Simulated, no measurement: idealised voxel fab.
This section sets out a process module, namely voxel fin reveal.
Xsec cut, 215 nm wide, square cell size 5 nm.
How to read a cross-section here: the picture is a grid of square cells, written as bands going from the top down, and any band can span one or more rows of cells. Quick guide to a band line: top height, bottom height (nm) up front; then every material left to right with its width in nm. Only one material and it's marked "full width"? Then it fills the band edge to edge. And "blank" just means empty space. Height datum 0, below which the as-received substrate wafer is one material. Lowest band open at the bottom, running downward: "0 -> down". A two-number width, for instance "30 to 40", indicates that the width is equal to the first number in the top row of the band and to the second number in the bottom row, and that it changes by a constant amount per row of cells. For the purposes of this document, the phrase "no change occurred" attached to a step denotes that no cell within the cross-section was modified by that step. What "Non-vented voids" gives you is every empty space of 8 cells or more that is cut off from the top. Each appears as width x height at distance, with the distance taken from the left edge and width, height and distance all in nm. Text after the settings on a step's line: the simulator's own remark on that step. overlay nm: for a step with a mask, the amount by which the mask lay right of where it was planned; a negative amount means left of it.

The steps planned for the process are as follows
1,RECEIVE (material Si)
2,CONFORMAL_DEP (material SiN; thk nm 5)
3,PATTERN (tone cover; mask id FINS; material resist; width nm 15; pitch nm 40; thk nm 15; overlay nm 0)
4,DIRECTIONAL_ETCH (etch materials SiN; depth nm 5)
5,DIRECTIONAL_ETCH (etch materials Si; depth nm 40)
6,STRIP (etch materials resist)
7,FILL_DEP (material SiO2; thk nm 15)
8,CMP (height nm 5)
9,SELECTIVE_ETCH (etch materials SiO2; depth nm 15)
10,STRIP (etch materials SiN)

Shown in cross-section is the wafer as received, that is, as it stands after step 1
  0 -> down = Si full width
  Non-vented voids: none

One mistake in running the module, otherwise start and plan as above: cross-section at the end
  5 -> 0 = 60 blank | 15 SiN | 25 blank | 15 SiN | 25 blank | 15 SiN | 60 blank
  0 -> -40 = 60 blank | 15 Si | 25 blank | 15 Si | 25 blank | 15 Si | 60 blank
  -40 -> down = Si full width
  Non-vented voids: none
What went wrong in running the wafer? step 10 deviated from plan and actually ran as STRIP (etch materials SiO2)
